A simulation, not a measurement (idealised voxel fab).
process module | voxel capacitor over wiring
cross-section cut | 280 nm wide | cells 5 nm
A cross-section is a grid of square cells, given in bands from the top down. A band is one or more rows of cells.
Each band's line starts with the height of the band's top and of its bottom, in nm. Then come its materials from left to right, each with its width in nm. One material with "throughout" fills the band from edge to edge. "air" is empty space.
Height 0 is the level under which the wafer as received is all one material. The lowest band goes on downwards, as in "0 down".
A width such as "30 to 40" changes by the same amount from each row of cells to the next, from the band's top row to its bottom row.
"no change" after a step means that no cell of the cross-section changed.
closed voids: empty space of 8 cells or more with no open way to the top, each as width x height at its distance from the left edge, in nm
after a step's settings: what the simulator itself notes on the step
overlay nm, on a step with a mask: how far to the right of its planned place the mask lay; to the left if negative
plan
1 op RECEIVE | material Si
2 op CONFORMAL_DEP | material SiO2 | thk nm 10
3 op CONFORMAL_DEP | material SiN | thk nm 5
4 op DIRECTIONAL_DEP | material lowk | thk nm 25
5 op PATTERN | tone open | mask id METAL_1 | material resist | width nm 30 | pitch nm 80 | thk nm 20 | overlay nm 0
6 op DIRECTIONAL_ETCH | etch materials lowk | depth nm 25
7 op DIRECTIONAL_ETCH | etch materials SiN | depth nm 5
8 op STRIP | etch materials resist
9 op CONFORMAL_DEP | material TiN | thk nm 5
10 op FILL_DEP | material Cu | thk nm 10
11 op CMP | height nm 40
12 op CONFORMAL_DEP | material SiCN | thk nm 5
13 op DIRECTIONAL_DEP | material lowk | thk nm 20
14 op DIRECTIONAL_DEP | material aC | thk nm 15
15 op PATTERN | tone open | mask id PLUG_1 | material resist | width nm 15 | thk nm 35 | overlay nm 0
16 op DIRECTIONAL_ETCH | etch materials aC | depth nm 15
17 op STRIP | etch materials resist
18 op DIRECTIONAL_ETCH | etch materials lowk | depth nm 20
19 op DIRECTIONAL_ETCH | etch materials SiCN | depth nm 5
20 op STRIP | etch materials aC
21 op CONFORMAL_DEP | material TiN | thk nm 5
22 op FILL_DEP | material Ru | thk nm 10
23 op CMP | height nm 65
24 op DIRECTIONAL_DEP | material TiN | thk nm 10
25 op DIRECTIONAL_DEP | material HfO2 | thk nm 5
26 op DIRECTIONAL_DEP | material TiN | thk nm 5
27 op PATTERN | tone cover | mask id UPPER_PLATE | material resist | width nm 55 | thk nm 15 | overlay nm 0
28 op DIRECTIONAL_ETCH | etch materials TiN | depth nm 5
29 op DIRECTIONAL_ETCH | etch materials HfO2 | depth nm 5
30 op STRIP | etch materials resist
31 op PATTERN | tone cover | mask id LOWER_PLATE | material resist | width nm 65 | thk nm 15 | overlay nm 0
32 op DIRECTIONAL_ETCH | etch materials TiN | depth nm 10
33 op STRIP | etch materials resist
34 op FILL_DEP | material SiO2 | thk nm 20
35 op CMP | height nm 100
36 op PATTERN | tone open | mask id PLUG_2 | material resist | width nm 15 | thk nm 20 | overlay nm 0
37 op DIRECTIONAL_ETCH | etch materials SiO2 | depth nm 15
38 op STRIP | etch materials resist
39 op CONFORMAL_DEP | material TiN | thk nm 5
40 op FILL_DEP | material Ru | thk nm 10
41 op CMP | height nm 100
42 op CONFORMAL_DEP | material SiN | thk nm 5
first wafer, as planned
as received, after step 1
  0 down: Si throughout
  closed voids: none
after step 2
  10 to 0: SiO2 throughout
  below 0: unchanged
after step 3
  15 to 10: SiN throughout
  below 10: unchanged
after step 4
  40 to 15: lowk throughout
  below 15: unchanged
after step 5
  60 to 40: resist 85 | air 30 | resist 50 | air 30 | resist 85
  below 40: unchanged
after step 6
  60 to 40: resist 85 | air 30 | resist 50 | air 30 | resist 85
  40 to 15: lowk 85 | air 30 | lowk 50 | air 30 | lowk 85
  below 15: unchanged
after step 7
  60 to 40: resist 85 | air 30 | resist 50 | air 30 | resist 85
  40 to 15: lowk 85 | air 30 | lowk 50 | air 30 | lowk 85
  15 to 10: SiN 85 | air 30 | SiN 50 | air 30 | SiN 85
  below 10: unchanged
after step 8
  40 to 15: lowk 85 | air 30 | lowk 50 | air 30 | lowk 85
  below 15: unchanged
after step 9
  45 to 40: TiN 90 | air 20 | TiN 60 | air 20 | TiN 90
  40 to 15: lowk 85 | TiN 5 | air 20 | TiN 5 | lowk 50 | TiN 5 | air 20 | TiN 5 | lowk 85
  15 to 10: SiN 85 | TiN 30 | SiN 50 | TiN 30 | SiN 85
  below 10: unchanged
after step 10
  55 to 45: Cu throughout
  45 to 40: TiN 90 | Cu 20 | TiN 60 | Cu 20 | TiN 90
  40 to 15: lowk 85 | TiN 5 | Cu 20 | TiN 5 | lowk 50 | TiN 5 | Cu 20 | TiN 5 | lowk 85
  below 15: unchanged
after step 11
  40 to 15: lowk 85 | TiN 5 | Cu 20 | TiN 5 | lowk 50 | TiN 5 | Cu 20 | TiN 5 | lowk 85
  below 15: unchanged
after step 12
  45 to 40: SiCN throughout
  below 40: unchanged
after step 13
  65 to 45: lowk throughout
  below 45: unchanged
after step 14
  80 to 65: aC throughout
  below 65: unchanged
after step 15
  115 to 80: resist 100 | air 15 | resist 165
  below 80: unchanged
after step 16
  100 to 80: resist 100 | air 15 | resist 165
  80 to 65: aC 100 | air 15 | aC 165
  below 65: unchanged
after step 17
  80 to 65: aC 100 | air 15 | aC 165
  below 65: unchanged
after step 18
  80 to 65: aC 100 | air 15 | aC 165
  65 to 45: lowk 100 | air 15 | lowk 165
  below 45: unchanged
after step 19
  80 to 65: aC 100 | air 15 | aC 165
  65 to 45: lowk 100 | air 15 | lowk 165
  45 to 40: SiCN 100 | air 15 | SiCN 165
  below 40: unchanged
after step 20
  65 to 45: lowk 100 | air 15 | lowk 165
  below 45: unchanged
after step 21
  70 to 65: TiN 105 | air 5 | TiN 170
  65 to 45: lowk 100 | TiN 5 | air 5 | TiN 5 | lowk 165
  45 to 40: SiCN 100 | TiN 15 | SiCN 165
  below 40: unchanged
after step 22
  80 to 70: Ru throughout
  70 to 65: TiN 105 | Ru 5 | TiN 170
  65 to 45: lowk 100 | TiN 5 | Ru 5 | TiN 5 | lowk 165
  below 45: unchanged
after step 23
  65 to 45: lowk 100 | TiN 5 | Ru 5 | TiN 5 | lowk 165
  below 45: unchanged
after step 24
  75 to 65: TiN throughout
  below 65: unchanged
after step 25
  80 to 75: HfO2 throughout
  below 75: unchanged
after step 26
  85 to 80: TiN throughout
  below 80: unchanged
after step 27
  100 to 85: air 100 | resist 55 | air 125
  below 85: unchanged
after step 28
  100 to 85: air 100 | resist 55 | air 125
  85 to 80: air 100 | TiN 55 | air 125
  below 80: unchanged
after step 29
  100 to 85: air 100 | resist 55 | air 125
  85 to 80: air 100 | TiN 55 | air 125
  80 to 75: air 100 | HfO2 55 | air 125
  below 75: unchanged
after step 30
  85 to 80: air 100 | TiN 55 | air 125
  below 80: unchanged
after step 31
  100 to 85: air 95 | resist 65 | air 120
  85 to 80: air 95 | resist 5 | TiN 55 | resist 5 | air 120
  80 to 75: air 95 | resist 5 | HfO2 55 | resist 5 | air 120
  below 75: unchanged
after step 32
  100 to 85: air 95 | resist 65 | air 120
  85 to 80: air 95 | resist 5 | TiN 55 | resist 5 | air 120
  80 to 75: air 95 | resist 5 | HfO2 55 | resist 5 | air 120
  75 to 65: air 95 | TiN 65 | air 120
  below 65: unchanged
after step 33
  85 to 80: air 100 | TiN 55 | air 125
  80 to 75: air 100 | HfO2 55 | air 125
  below 75: unchanged
after step 34
  105 to 85: SiO2 throughout
  85 to 80: SiO2 100 | TiN 55 | SiO2 125
  80 to 75: SiO2 100 | HfO2 55 | SiO2 125
  75 to 65: SiO2 95 | TiN 65 | SiO2 120
  below 65: unchanged
after step 35
  100 to 85: SiO2 throughout
  below 85: unchanged
after step 36
  120 to 100: resist 110 | air 15 | resist 155
  below 100: unchanged
after step 37
  120 to 100: resist 110 | air 15 | resist 155
  100 to 85: SiO2 110 | air 15 | SiO2 155
  below 85: unchanged
after step 38
  100 to 85: SiO2 110 | air 15 | SiO2 155
  below 85: unchanged
after step 39
  105 to 100: TiN 115 | air 5 | TiN 160
  100 to 90: SiO2 110 | TiN 5 | air 5 | TiN 5 | SiO2 155
  90 to 80: SiO2 110 to 100 | TiN 15 to 55 | SiO2 155 to 125
  below 80: unchanged
after step 40
  115 to 105: Ru throughout
  105 to 100: TiN 115 | Ru 5 | TiN 160
  100 to 90: SiO2 110 | TiN 5 | Ru 5 | TiN 5 | SiO2 155
  below 90: unchanged
after step 41
  100 to 90: SiO2 110 | TiN 5 | Ru 5 | TiN 5 | SiO2 155
  below 90: unchanged
after step 42
  105 to 100: SiN throughout
  below 100: unchanged
second wafer: like start, like plan, one mistake. Through step 29 it matches the first wafer
when step 30 should have ended
  85 to 80: air 100 | TiN 55 | air 125
  below 80: unchanged
when step 31 should have ended
  100 to 85: air 95 | resist 65 | air 120
  85 to 80: air 95 | resist 5 | TiN 55 | resist 5 | air 120
  80 to 75: air 95 | resist 5 | HfO2 55 | resist 5 | air 120
  below 75: unchanged
when step 32 should have ended
  100 to 85: air 95 | resist 65 | air 120
  85 to 80: air 95 | resist 5 | TiN 55 | resist 5 | air 120
  80 to 75: air 95 | resist 5 | HfO2 55 | resist 5 | air 120
  75 to 65: air 95 | TiN 65 | air 120
  below 65: unchanged
when step 33 should have ended
  85 to 80: air 100 | TiN 55 | air 125
  80 to 75: air 100 | HfO2 55 | air 125
  below 75: unchanged
when step 34 should have ended
  105 to 85: SiO2 throughout
  85 to 80: SiO2 100 | TiN 55 | SiO2 125
  80 to 75: SiO2 100 | HfO2 55 | SiO2 125
  75 to 65: SiO2 95 | TiN 65 | SiO2 120
  below 65: unchanged
when step 35 should have ended
  100 to 85: SiO2 throughout
  below 85: unchanged
when step 36 should have ended
  120 to 100: resist 110 | air 15 | resist 155
  below 100: unchanged
when step 37 should have ended
  120 to 100: resist 110 | air 15 | resist 155
  100 to 85: SiO2 110 | air 15 | SiO2 155
  below 85: unchanged
when step 38 should have ended
  100 to 85: SiO2 110 | air 15 | SiO2 155
  below 85: unchanged
when step 39 should have ended
  105 to 100: TiN 115 | air 5 | TiN 160
  100 to 90: SiO2 110 | TiN 5 | air 5 | TiN 5 | SiO2 155
  90 to 80: SiO2 110 to 100 | TiN 15 to 55 | SiO2 155 to 125
  below 80: unchanged
when step 40 should have ended
  115 to 105: Ru throughout
  105 to 100: TiN 115 | Ru 5 | TiN 160
  100 to 90: SiO2 110 | TiN 5 | Ru 5 | TiN 5 | SiO2 155
  below 90: unchanged
when step 41 should have ended
  100 to 90: SiO2 110 | TiN 5 | Ru 5 | TiN 5 | SiO2 155
  below 90: unchanged
when step 42 should have ended
  105 to 100: SiN throughout
  below 100: unchanged
what went wrong: step 30 was run twice
at the end the two cross-sections are the same: no effect in what this model computes
